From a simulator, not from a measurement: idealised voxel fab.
Documented hereafter: the process module known as voxel wiring stack.
Cross-section cut: width 180 nm, square cells of 5 nm.
Cross-section = grid of square cells, listed top down in bands; band = one or more rows.
First you get the band's top height and its bottom height, in nm, and then the materials it's made of, left to right, with each width in nm. If you see a single material with "everywhere", that one covers the band edge to edge. "blank" is empty space.
A quick word on heights: they are counted from 0, and under that level the wafer as it came to us is one material throughout. The lowest band is different from the rest in having no bottom; it simply continues downward, written as in "0 nm and below".
It should be noted that a width expressed as "30 to 40" varies in equal increments from row to row of cells within the band, taking the value of the first number at the top row and that of the second number at the bottom row.
No cell of the cross-section changed in a step that is given as "nothing was modified".
"Closed internal cavities" specifies each empty space that is not open to the top and that occupies no fewer than 8 cells, using the form width x height at distance, the distance measured from the left edge and all three quantities in nm.
On a step's line, text after the settings is the simulator commenting on that step.
When a step includes a mask, the "overlay nm" setting on its line states how far to the right of its planned place that mask lay, and negative values state how far to the left.
## The planned process steps are enumerated hereunder
step 1: RECEIVE [material Si]
step 2: CONFORMAL_DEP [material SiO2] [thk nm 10]
step 3: CONFORMAL_DEP [material SiN] [thk nm 5]
step 4: DIRECTIONAL_DEP [material SiO2] [thk nm 25]
step 5: PATTERN [tone open] [mask id METAL_1] [material resist] [width nm 30] [pitch nm 60] [thk nm 20] [overlay nm 0]
step 6: DIRECTIONAL_ETCH [etch materials SiO2] [depth nm 25]
step 7: DIRECTIONAL_ETCH [etch materials SiN] [depth nm 5]
step 8: STRIP [etch materials resist]
step 9: CONFORMAL_DEP [material TiN] [thk nm 5]
step 10: FILL_DEP [material W] [thk nm 5]
step 11: CMP [height nm 40]
step 12: CONFORMAL_DEP [material SiCN] [thk nm 5]
step 13: DIRECTIONAL_DEP [material SiO2] [thk nm 10]
step 14: MASKED_ETCH [tone open] [mask id PLUG_1] [width nm 15] [etch materials SiO2] [depth nm 10] [overlay nm 0]
step 15: MASKED_ETCH [tone open] [mask id PLUG_1] [width nm 15] [etch materials SiCN] [depth nm 5] [overlay nm 0]
step 16: CONFORMAL_DEP [material TiN] [thk nm 5]
step 17: FILL_DEP [material Cu] [thk nm 5]
step 18: CMP [height nm 55]
step 19: DIRECTIONAL_DEP [material TiN] [thk nm 5]
step 20: DIRECTIONAL_DEP [material Ru] [thk nm 25]
step 21: PATTERN [tone cover] [mask id METAL_2] [material resist] [width nm 30] [pitch nm 60] [thk nm 15] [overlay nm 0]
step 22: DIRECTIONAL_ETCH [etch materials Ru] [depth nm 25]
step 23: DIRECTIONAL_ETCH [etch materials TiN] [depth nm 5]
step 24: STRIP [etch materials resist]
step 25: CONFORMAL_DEP [material SiCN] [thk nm 5]
step 26: FILL_DEP [material SiO2] [thk nm 10]
step 27: CMP [height nm 85]
step 28: CONFORMAL_DEP [material SiCN] [thk nm 5]
step 29: DIRECTIONAL_DEP [material SiO2] [thk nm 30]
step 30: DIRECTIONAL_DEP [material aC] [thk nm 10]
step 31: PATTERN [tone open] [mask id METAL_3_HOLES] [material resist] [width nm 15] [pitch nm 60] [thk nm 30] [overlay nm 0]
step 32: DIRECTIONAL_ETCH [etch materials aC] [depth nm 10]
step 33: STRIP [etch materials resist]
step 34: DIRECTIONAL_ETCH [etch materials SiO2] [depth nm 30]
step 35: STRIP [etch materials aC]
step 36: PATTERN [tone open] [mask id METAL_3] [material resist] [width nm 30] [pitch nm 60] [thk nm 15] [overlay nm 0]
step 37: DIRECTIONAL_ETCH [etch materials SiO2] [depth nm 20]
step 38: DIRECTIONAL_ETCH [etch materials SiCN] [depth nm 5]
step 39: STRIP [etch materials resist]
step 40: CONFORMAL_DEP [material TiN] [thk nm 5]
step 41: FILL_DEP [material Cu] [thk nm 10]
step 42: CMP [height nm 120]
step 43: CONFORMAL_DEP [material SiN] [thk nm 5]
## First wafer out of two, processed as planned
## Incoming wafer in cross-section (state: after step 1)
	0 nm and below: Si everywhere
	Closed internal cavities: none
## Upon completion of step 2, the wafer appears in cross-section as shown
	10 nm to 0 nm: SiO2 everywhere
	No changes below 0.
## Upon completion of step 3, the wafer appears in cross-section as shown
	15 nm to 10 nm: SiN everywhere
	No changes below 10.
## Upon completion of step 4, the wafer appears in cross-section as shown
	40 nm to 15 nm: SiO2 everywhere
	No changes below 15.
## Upon completion of step 5, the wafer appears in cross-section as shown
	60 nm to 40 nm: 45 of resist  30 of blank  30 of resist  30 of blank  45 of resist
	No changes below 40.
## Upon completion of step 6, the wafer appears in cross-section as shown
	60 nm to 40 nm: 45 of resist  30 of blank  30 of resist  30 of blank  45 of resist
	40 nm to 15 nm: 45 of SiO2  30 of blank  30 of SiO2  30 of blank  45 of SiO2
	No changes below 15.
## Upon completion of step 7, the wafer appears in cross-section as shown
	60 nm to 40 nm: 45 of resist  30 of blank  30 of resist  30 of blank  45 of resist
	40 nm to 15 nm: 45 of SiO2  30 of blank  30 of SiO2  30 of blank  45 of SiO2
	15 nm to 10 nm: 45 of SiN  30 of blank  30 of SiN  30 of blank  45 of SiN
	No changes below 10.
## Upon completion of step 8, the wafer appears in cross-section as shown
	40 nm to 15 nm: 45 of SiO2  30 of blank  30 of SiO2  30 of blank  45 of SiO2
	No changes below 15.
## Upon completion of step 9, the wafer appears in cross-section as shown
	45 nm to 40 nm: 50 of TiN  20 of blank  40 of TiN  20 of blank  50 of TiN
	40 nm to 15 nm: 45 of SiO2  5 of TiN  20 of blank  5 of TiN  30 of SiO2  5 of TiN  20 of blank  5 of TiN  45 of SiO2
	15 nm to 10 nm: 45 of SiN  30 of TiN  30 of SiN  30 of TiN  45 of SiN
	No changes below 10.
## Upon completion of step 10, the wafer appears in cross-section as shown
	50 nm to 45 nm: W everywhere
	45 nm to 40 nm: 50 of TiN  20 of W  40 of TiN  20 of W  50 of TiN
	40 nm to 15 nm: 45 of SiO2  5 of TiN  20 of W  5 of TiN  30 of SiO2  5 of TiN  20 of W  5 of TiN  45 of SiO2
	No changes below 15.
## Upon completion of step 11, the wafer appears in cross-section as shown
	40 nm to 15 nm: 45 of SiO2  5 of TiN  20 of W  5 of TiN  30 of SiO2  5 of TiN  20 of W  5 of TiN  45 of SiO2
	No changes below 15.
## Upon completion of step 12, the wafer appears in cross-section as shown
	45 nm to 40 nm: SiCN everywhere
	No changes below 40.
## Upon completion of step 13, the wafer appears in cross-section as shown
	55 nm to 45 nm: SiO2 everywhere
	No changes below 45.
## Upon completion of step 14, the wafer appears in cross-section as shown
	55 nm to 45 nm: 45 of SiO2  15 of blank  120 of SiO2
	No changes below 45.
## Upon completion of step 15, the wafer appears in cross-section as shown
	55 nm to 45 nm: 45 of SiO2  15 of blank  120 of SiO2
	45 nm to 40 nm: 45 of SiCN  15 of blank  120 of SiCN
	No changes below 40.
## Upon completion of step 16, the wafer appears in cross-section as shown
	60 nm to 55 nm: 50 of TiN  5 of blank  125 of TiN
	55 nm to 45 nm: 45 of SiO2  5 of TiN  5 of blank  5 of TiN  120 of SiO2
	45 nm to 40 nm: 45 of SiCN  15 of TiN  120 of SiCN
	No changes below 40.
## Upon completion of step 17, the wafer appears in cross-section as shown
	65 nm to 60 nm: Cu everywhere
	60 nm to 55 nm: 50 of TiN  5 of Cu  125 of TiN
	55 nm to 45 nm: 45 of SiO2  5 of TiN  5 of Cu  5 of TiN  120 of SiO2
	No changes below 45.
## Upon completion of step 18, the wafer appears in cross-section as shown
	55 nm to 45 nm: 45 of SiO2  5 of TiN  5 of Cu  5 of TiN  120 of SiO2
	No changes below 45.
## Upon completion of step 19, the wafer appears in cross-section as shown
	60 nm to 55 nm: TiN everywhere
	No changes below 55.
## Upon completion of step 20, the wafer appears in cross-section as shown
	85 nm to 60 nm: Ru everywhere
	No changes below 60.
## Upon completion of step 21, the wafer appears in cross-section as shown
	100 nm to 85 nm: 45 of blank  30 of resist  30 of blank  30 of resist  45 of blank
	No changes below 85.
## Upon completion of step 22, the wafer appears in cross-section as shown
	100 nm to 85 nm: 45 of blank  30 of resist  30 of blank  30 of resist  45 of blank
	85 nm to 60 nm: 45 of blank  30 of Ru  30 of blank  30 of Ru  45 of blank
	No changes below 60.
## Upon completion of step 23, the wafer appears in cross-section as shown
	100 nm to 85 nm: 45 of blank  30 of resist  30 of blank  30 of resist  45 of blank
	85 nm to 60 nm: 45 of blank  30 of Ru  30 of blank  30 of Ru  45 of blank
	60 nm to 55 nm: 45 of blank  30 of TiN  30 of blank  30 of TiN  45 of blank
	No changes below 55.
## Upon completion of step 24, the wafer appears in cross-section as shown
	85 nm to 60 nm: 45 of blank  30 of Ru  30 of blank  30 of Ru  45 of blank
	No changes below 60.
## Upon completion of step 25, the wafer appears in cross-section as shown
	90 nm to 85 nm: 40 of blank  40 of SiCN  20 of blank  40 of SiCN  40 of blank
	85 nm to 60 nm: 40 of blank  5 of SiCN  30 of Ru  5 of SiCN  20 of blank  5 of SiCN  30 of Ru  5 of SiCN  40 of blank
	60 nm to 55 nm: 45 of SiCN  30 of TiN  30 of SiCN  30 of TiN  45 of SiCN
	No changes below 55.
## Upon completion of step 26, the wafer appears in cross-section as shown
	100 nm to 90 nm: SiO2 everywhere
	90 nm to 85 nm: 40 of SiO2  40 of SiCN  20 of SiO2  40 of SiCN  40 of SiO2
	85 nm to 60 nm: 40 of SiO2  5 of SiCN  30 of Ru  5 of SiCN  20 of SiO2  5 of SiCN  30 of Ru  5 of SiCN  40 of SiO2
	No changes below 60.
## Upon completion of step 27, the wafer appears in cross-section as shown
	85 nm to 60 nm: 40 of SiO2  5 of SiCN  30 of Ru  5 of SiCN  20 of SiO2  5 of SiCN  30 of Ru  5 of SiCN  40 of SiO2
	No changes below 60.
## Upon completion of step 28, the wafer appears in cross-section as shown
	90 nm to 85 nm: SiCN everywhere
	No changes below 85.
## Upon completion of step 29, the wafer appears in cross-section as shown
	120 nm to 90 nm: SiO2 everywhere
	No changes below 90.
## Upon completion of step 30, the wafer appears in cross-section as shown
	130 nm to 120 nm: aC everywhere
	No changes below 120.
## Upon completion of step 31, the wafer appears in cross-section as shown
	160 nm to 130 nm: 45 of resist  15 of blank  45 of resist  15 of blank  60 of resist
	No changes below 130.
## Upon completion of step 32, the wafer appears in cross-section as shown
	150 nm to 130 nm: 45 of resist  15 of blank  45 of resist  15 of blank  60 of resist
	130 nm to 120 nm: 45 of aC  15 of blank  45 of aC  15 of blank  60 of aC
	No changes below 120.
## Upon completion of step 33, the wafer appears in cross-section as shown
	130 nm to 120 nm: 45 of aC  15 of blank  45 of aC  15 of blank  60 of aC
	No changes below 120.
## Upon completion of step 34, the wafer appears in cross-section as shown
	130 nm to 120 nm: 45 of aC  15 of blank  45 of aC  15 of blank  60 of aC
	120 nm to 90 nm: 45 of SiO2  15 of blank  45 of SiO2  15 of blank  60 of SiO2
	No changes below 90.
## Upon completion of step 35, the wafer appears in cross-section as shown
	120 nm to 90 nm: 45 of SiO2  15 of blank  45 of SiO2  15 of blank  60 of SiO2
	No changes below 90.
## Upon completion of step 36, the wafer appears in cross-section as shown
	135 nm to 120 nm: 45 of resist  30 of blank  30 of resist  30 of blank  45 of resist
	No changes below 120.
## Upon completion of step 37, the wafer appears in cross-section as shown
	135 nm to 120 nm: 45 of resist  30 of blank  30 of resist  30 of blank  45 of resist
	120 nm to 100 nm: 45 of SiO2  30 of blank  30 of SiO2  30 of blank  45 of SiO2
	No changes below 100.
## Upon completion of step 38, the wafer appears in cross-section as shown
	135 nm to 120 nm: 45 of resist  30 of blank  30 of resist  30 of blank  45 of resist
	120 nm to 100 nm: 45 of SiO2  30 of blank  30 of SiO2  30 of blank  45 of SiO2
	100 nm to 90 nm: 45 of SiO2  15 of blank  45 of SiO2  15 of blank  60 of SiO2
	90 nm to 85 nm: 45 of SiCN  15 of blank  45 of SiCN  15 of blank  60 of SiCN
	No changes below 85.
## Upon completion of step 39, the wafer appears in cross-section as shown
	120 nm to 100 nm: 45 of SiO2  30 of blank  30 of SiO2  30 of blank  45 of SiO2
	No changes below 100.
## Upon completion of step 40, the wafer appears in cross-section as shown
	125 nm to 120 nm: 50 of TiN  20 of blank  40 of TiN  20 of blank  50 of TiN
	120 nm to 105 nm: 45 of SiO2  5 of TiN  20 of blank  5 of TiN  30 of SiO2  5 of TiN  20 of blank  5 of TiN  45 of SiO2
	105 nm to 100 nm: 45 of SiO2  5 of TiN  5 of blank  20 of TiN  30 of SiO2  5 of TiN  5 of blank  20 of TiN  45 of SiO2
	100 nm to 90 nm: 45 of SiO2  5 of TiN  5 of blank  5 of TiN  45 of SiO2  5 of TiN  5 of blank  5 of TiN  60 of SiO2
	90 nm to 85 nm: 45 of SiCN  15 of TiN  45 of SiCN  15 of TiN  60 of SiCN
	No changes below 85.
## Upon completion of step 41, the wafer appears in cross-section as shown
	135 nm to 125 nm: Cu everywhere
	125 nm to 120 nm: 50 of TiN  20 of Cu  40 of TiN  20 of Cu  50 of TiN
	120 nm to 105 nm: 45 of SiO2  5 of TiN  20 of Cu  5 of TiN  30 of SiO2  5 of TiN  20 of Cu  5 of TiN  45 of SiO2
	105 nm to 100 nm: 45 of SiO2  5 of TiN  5 of Cu  20 of TiN  30 of SiO2  5 of TiN  5 of Cu  20 of TiN  45 of SiO2
	100 nm to 90 nm: 45 of SiO2  5 of TiN  5 of Cu  5 of TiN  45 of SiO2  5 of TiN  5 of Cu  5 of TiN  60 of SiO2
	No changes below 90.
## Upon completion of step 42, the wafer appears in cross-section as shown
	120 nm to 105 nm: 45 of SiO2  5 of TiN  20 of Cu  5 of TiN  30 of SiO2  5 of TiN  20 of Cu  5 of TiN  45 of SiO2
	No changes below 105.
## Upon completion of step 43, the wafer appears in cross-section as shown
	125 nm to 120 nm: SiN everywhere
	No changes below 120.
## Now the other wafer: same start, same recipe, but we messed up one thing when running it. Up to and including step 28 it's the same as the first one
## when step 29 should have ended
	150 nm to 90 nm: SiO2 everywhere
	No changes below 90.
## when step 30 should have ended
	160 nm to 150 nm: aC everywhere
	No changes below 150.
## when step 31 should have ended
	190 nm to 160 nm: 45 of resist  15 of blank  45 of resist  15 of blank  60 of resist
	No changes below 160.
## when step 32 should have ended
	180 nm to 160 nm: 45 of resist  15 of blank  45 of resist  15 of blank  60 of resist
	160 nm to 150 nm: 45 of aC  15 of blank  45 of aC  15 of blank  60 of aC
	No changes below 150.
## when step 33 should have ended
	160 nm to 150 nm: 45 of aC  15 of blank  45 of aC  15 of blank  60 of aC
	No changes below 150.
## when step 34 should have ended
	160 nm to 150 nm: 45 of aC  15 of blank  45 of aC  15 of blank  60 of aC
	150 nm to 120 nm: 45 of SiO2  15 of blank  45 of SiO2  15 of blank  60 of SiO2
	No changes below 120.
## when step 35 should have ended
	150 nm to 120 nm: 45 of SiO2  15 of blank  45 of SiO2  15 of blank  60 of SiO2
	No changes below 120.
## when step 36 should have ended
	165 nm to 150 nm: 45 of resist  30 of blank  30 of resist  30 of blank  45 of resist
	No changes below 150.
## when step 37 should have ended
	165 nm to 150 nm: 45 of resist  30 of blank  30 of resist  30 of blank  45 of resist
	150 nm to 130 nm: 45 of SiO2  30 of blank  30 of SiO2  30 of blank  45 of SiO2
	130 nm to 100 nm: 45 of SiO2  15 of blank  45 of SiO2  15 of blank  60 of SiO2
	No changes below 100.
when step 38 should have ended: nothing was modified
## when step 39 should have ended
	150 nm to 130 nm: 45 of SiO2  30 of blank  30 of SiO2  30 of blank  45 of SiO2
	No changes below 130.
## when step 40 should have ended
	155 nm to 150 nm: 50 of TiN  20 of blank  40 of TiN  20 of blank  50 of TiN
	150 nm to 135 nm: 45 of SiO2  5 of TiN  20 of blank  5 of TiN  30 of SiO2  5 of TiN  20 of blank  5 of TiN  45 of SiO2
	135 nm to 130 nm: 45 of SiO2  5 of TiN  5 of blank  20 of TiN  30 of SiO2  5 of TiN  5 of blank  20 of TiN  45 of SiO2
	130 nm to 105 nm: 45 of SiO2  5 of TiN  5 of blank  5 of TiN  45 of SiO2  5 of TiN  5 of blank  5 of TiN  60 of SiO2
	105 nm to 100 nm: 45 of SiO2  15 of TiN  45 of SiO2  15 of TiN  60 of SiO2
	No changes below 100.
## when step 41 should have ended
	165 nm to 155 nm: Cu everywhere
	155 nm to 150 nm: 50 of TiN  20 of Cu  40 of TiN  20 of Cu  50 of TiN
	150 nm to 135 nm: 45 of SiO2  5 of TiN  20 of Cu  5 of TiN  30 of SiO2  5 of TiN  20 of Cu  5 of TiN  45 of SiO2
	135 nm to 130 nm: 45 of SiO2  5 of TiN  5 of Cu  20 of TiN  30 of SiO2  5 of TiN  5 of Cu  20 of TiN  45 of SiO2
	130 nm to 105 nm: 45 of SiO2  5 of TiN  5 of Cu  5 of TiN  45 of SiO2  5 of TiN  5 of Cu  5 of TiN  60 of SiO2
	No changes below 105.
## when step 42 should have ended
	120 nm to 105 nm: 45 of SiO2  5 of TiN  5 of Cu  5 of TiN  45 of SiO2  5 of TiN  5 of Cu  5 of TiN  60 of SiO2
	No changes below 105.
## when step 43 should have ended
	125 nm to 120 nm: SiN everywhere
	No changes below 120.
Heads up, the wafer didn't run the way we planned it: step 29 from the plan got run twice
Upon completion, the second wafer contains, in terms of cells, a greater or smaller amount of certain materials than the first wafer: Cu: 24 fewer | SiCN: 6 more | SiO2: 36 more | TiN: 18 fewer
